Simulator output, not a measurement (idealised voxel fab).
The process module that follows is named voxel capacitor over wiring.
Square cells of 5 nm make up the cross-section cut, whose width is 220 nm.
Cross-section = grid of square cells, listed top down in bands; band = one or more rows.
In this notation a band is specified by the heights of its top and bottom, in that order and in nm, after which its materials appear from left to right, each paired with its width in nm. The word "all across" attached to a single material means that material fills the band from edge to edge; the word "air" stands for empty space.
Height datum 0, below which the as-received substrate wafer is one material. Lowest band open at the bottom, running downward: "0 -> down".
The width entry "30..40" should be interpreted row by row: the top row of cells in the band takes the first number, the bottom row takes the second number, and the change between adjacent rows is uniform throughout.
Where the words "changes: none" appear for a step, the cross-section shows no cell changed by that step; every cell remained as before.
The entry "Internal closed voids" lists the empty spaces that cover at least 8 cells and have no open path to the top. Each is written as width x height at distance, where the distance is measured from the left edge and all three values are in nm.
Anything after a step's settings on that line? It's the simulator's own note about the step.
overlay nm: mask right of planned place by this much (step with mask). Neg. = left.
**The process steps that were planned are listed below**
| 1 | RECEIVE (material Si) |
| 2 | CONFORMAL_DEP (material SiO2; thk nm 10) |
| 3 | DIRECTIONAL_DEP (material TiN; thk nm 5) |
| 4 | DIRECTIONAL_DEP (material W; thk nm 20) |
| 5 | MASKED_ETCH (tone cover; mask id METAL_1; width nm 30; pitch nm 100; etch materials W; depth nm 20; overlay nm 0) |
| 6 | MASKED_ETCH (tone cover; mask id METAL_1; width nm 30; pitch nm 100; etch materials TiN; depth nm 5; overlay nm 0) |
| 7 | CONFORMAL_DEP (material SiN; thk nm 5) |
| 8 | FILL_DEP (material lowk; thk nm 10) |
| 9 | CMP (height nm 35) |
| 10 | CONFORMAL_DEP (material SiCN; thk nm 5) |
| 11 | DIRECTIONAL_DEP (material lowk; thk nm 15) |
| 12 | PATTERN (tone open; mask id PLUG_1; material resist; width nm 15; thk nm 15; overlay nm 0) |
| 13 | DIRECTIONAL_ETCH (etch materials lowk; depth nm 15) |
| 14 | DIRECTIONAL_ETCH (etch materials SiCN; depth nm 5) |
| 15 | STRIP (etch materials resist) |
| 16 | EPI (material Ru; thk nm 10) |
| 17 | EPI (material Ru; thk nm 10) |
| 18 | DIRECTIONAL_DEP (material TiN; thk nm 10) |
| 19 | DIRECTIONAL_DEP (material Al2O3; thk nm 5) |
| 20 | DIRECTIONAL_DEP (material TiN; thk nm 5) |
| 21 | MASKED_ETCH (tone cover; mask id UPPER_PLATE; width nm 75; etch materials TiN; depth nm 5; overlay nm 0) |
| 22 | MASKED_ETCH (tone cover; mask id UPPER_PLATE; width nm 75; etch materials Al2O3; depth nm 5; overlay nm 0) |
| 23 | MASKED_ETCH (tone cover; mask id LOWER_PLATE; width nm 85; etch materials TiN; depth nm 10; overlay nm 0) |
| 24 | FILL_DEP (material SiO2; thk nm 15) |
| 25 | CMP (height nm 85) |
| 26 | MASKED_ETCH (tone open; mask id PLUG_2; width nm 15; etch materials SiO2; depth nm 10; overlay nm 0) |
| 27 | CONFORMAL_DEP (material TiN; thk nm 5) |
| 28 | FILL_DEP (material W; thk nm 10) |
| 29 | CMP (height nm 85) |
| 30 | CONFORMAL_DEP (material SiN; thk nm 5) |
**Shown in cross-section is the wafer as received, that is, as it stands after step 1**
* 0 -> down  Si all across
* Internal closed voids: none
**What the wafer looks like in cross-section after this module, when it starts as shown above and follows the plan above but one mistake is made in running it**
* 90 -> 85  SiN all across
* 85 -> 80  SiO2 (60); TiN (75); SiO2 (85)
* 80 -> 75  SiO2 (60); Al2O3 (75); SiO2 (85)
* 75 -> 65  Ru all across
* 65 -> 55  TiN (60); Ru (15); TiN (145)
* 55 -> 45  lowk (60); TiN (15); lowk (145)
* 45 -> 40  lowk (60); Ru (15); lowk (145)
* 40 -> 35  SiCN (60); Ru (15); SiCN (145)
* 35 -> 15  lowk (40); SiN (5); W (30); SiN (5); lowk (60); SiN (5); W (30); SiN (5); lowk (40)
* 15 -> 10  SiN (45); TiN (30); SiN (70); TiN (30); SiN (45)
* 10 -> 0  SiO2 all across
* 0 -> down  Si all across
* Internal closed voids: none
What broke from the plan during processing? step 17 ran in the slot meant for step 18, and vice versa
